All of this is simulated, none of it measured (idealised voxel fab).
process module | voxel wiring stack
cross-section cut | 195 nm wide | cells 5 nm
A cross-section is a grid of square cells, given in bands from the top down. A band is one or more rows of cells.
Each band's line starts with the height of the band's top and of its bottom, in nm. Then come its materials from left to right, each with its width in nm. One material with "throughout" fills the band from edge to edge. "air" is empty space.
Height 0 is the level under which the wafer as received is all one material. The lowest band goes on downwards, as in "0 down".
A width such as "30 to 40" changes by the same amount from each row of cells to the next, from the band's top row to its bottom row.
"no change" after a step means that no cell of the cross-section changed.
closed voids: empty space of 8 cells or more with no open way to the top, each as width x height at its distance from the left edge, in nm
after a step's settings: what the simulator itself notes on the step
overlay nm, on a step with a mask: how far to the right of its planned place the mask lay; to the left if negative
plan
1 op RECEIVE | material Si
2 op CONFORMAL_DEP | material SiO2 | thk nm 15
3 op DIRECTIONAL_DEP | material TiN | thk nm 5
4 op DIRECTIONAL_DEP | material Ru | thk nm 15
5 op PATTERN | tone cover | mask id METAL_1 | material resist | width nm 30 | pitch nm 45 | thk nm 20 | overlay nm 0
6 op DIRECTIONAL_ETCH | etch materials Ru | depth nm 15
7 op DIRECTIONAL_ETCH | etch materials TiN | depth nm 5
8 op STRIP | etch materials resist
9 op CONFORMAL_DEP | material SiCN | thk nm 5
10 op FILL_DEP | material SiO2 | thk nm 5
11 op CMP | height nm 35
12 op CONFORMAL_DEP | material SiCN | thk nm 5
13 op DIRECTIONAL_DEP | material SiO2 | thk nm 20
14 op PATTERN | tone open | mask id PLUG_1 | material resist | width nm 15 | pitch nm 90 | thk nm 15 | overlay nm 0
15 op DIRECTIONAL_ETCH | etch materials SiO2 | depth nm 20
16 op DIRECTIONAL_ETCH | etch materials SiCN | depth nm 5
17 op STRIP | etch materials resist
18 op EPI | material Ru | thk nm 10
19 op EPI | material Ru | thk nm 10
20 op EPI | material Ru | thk nm 5
21 op DIRECTIONAL_DEP | material TiN | thk nm 5
22 op DIRECTIONAL_DEP | material Ru | thk nm 20
23 op MASKED_ETCH | tone cover | mask id METAL_2 | width nm 30 | pitch nm 45 | etch materials Ru | depth nm 20 | overlay nm 0
24 op MASKED_ETCH | tone cover | mask id METAL_2 | width nm 30 | pitch nm 45 | etch materials TiN | depth nm 5 | overlay nm 0
25 op FILL_DEP | material SiO2 | thk nm 10
26 op CMP | height nm 85
27 op CONFORMAL_DEP | material SiN | thk nm 5
varied across the wafers: overlay nm of step 14. The plan shows the first wafer's value. All wafers start alike
first wafer as received, after step 1
  0 down: Si throughout
  closed voids: none
each wafer at the end: cells of each material gained (+) or lost (-) since it was received, then its closed voids
overlay nm 0 | +198 Ru | +72 SiCN | +39 SiN | +345 SiO2 | +48 TiN | closed voids: none
overlay nm 5 | +198 Ru | +72 SiCN | +39 SiN | +345 SiO2 | +48 TiN | closed voids: none
overlay nm 10 | +198 Ru | +72 SiCN | +39 SiN | +345 SiO2 | +48 TiN | closed voids: none
overlay nm 15 | +198 Ru | +72 SiCN | +39 SiN | +345 SiO2 | +48 TiN | closed voids: none
